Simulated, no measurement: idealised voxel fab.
process module | voxel quadruple lines
cross-section cut | 235 nm wide | cells 5 nm
A cross-section is a grid of square cells, given in bands from the top down. A band is one or more rows of cells.
Each band's line starts with the height of the band's top and of its bottom, in nm. Then come its materials from left to right, each with its width in nm. One material with "throughout" fills the band from edge to edge. "air" is empty space.
Height 0 is the level under which the wafer as received is all one material. The lowest band goes on downwards, as in "0 down".
A width such as "30 to 40" changes by the same amount from each row of cells to the next, from the band's top row to its bottom row.
"no change" after a step means that no cell of the cross-section changed.
closed voids: empty space of 8 cells or more with no open way to the top, each as width x height at its distance from the left edge, in nm
after a step's settings: what the simulator itself notes on the step
overlay nm, on a step with a mask: how far to the right of its planned place the mask lay; to the left if negative
plan
1 op RECEIVE | material Si
2 op CONFORMAL_DEP | material SiO2 | thk nm 5
3 op DIRECTIONAL_DEP | material Ru | thk nm 15
4 op DIRECTIONAL_DEP | material polySi | thk nm 15
5 op DIRECTIONAL_DEP | material aC | thk nm 25
6 op PATTERN | tone cover | mask id MANDREL | material resist | width nm 25 | pitch nm 80 | thk nm 35 | overlay nm 0
7 op DIRECTIONAL_ETCH | etch materials aC | depth nm 25
8 op STRIP | etch materials resist
9 op CONFORMAL_DEP | material SiO2 | thk nm 15
10 op DIRECTIONAL_ETCH | etch materials SiO2 | depth nm 15
11 op STRIP | etch materials aC
12 op DIRECTIONAL_ETCH | etch materials polySi | depth nm 15
13 op STRIP | etch materials SiO2
14 op CONFORMAL_DEP | material SiCN | thk nm 5
15 op DIRECTIONAL_ETCH | etch materials SiCN | depth nm 5
16 op STRIP | etch materials polySi
17 op DIRECTIONAL_ETCH | etch materials Ru | depth nm 15
18 op STRIP | etch materials SiCN
as received, after step 1
  0 down: Si throughout
  closed voids: none
a wafer at the end: this start, this plan, one mistake
  45 to 35: Ru throughout
  35 to 20: polySi throughout
  20 to 5: Ru throughout
  5 to 0: SiO2 throughout
  0 down: Si throughout
  closed voids: none
what went wrong: step 5 ran as: op DIRECTIONAL_DEP | material Ru | thk nm 25
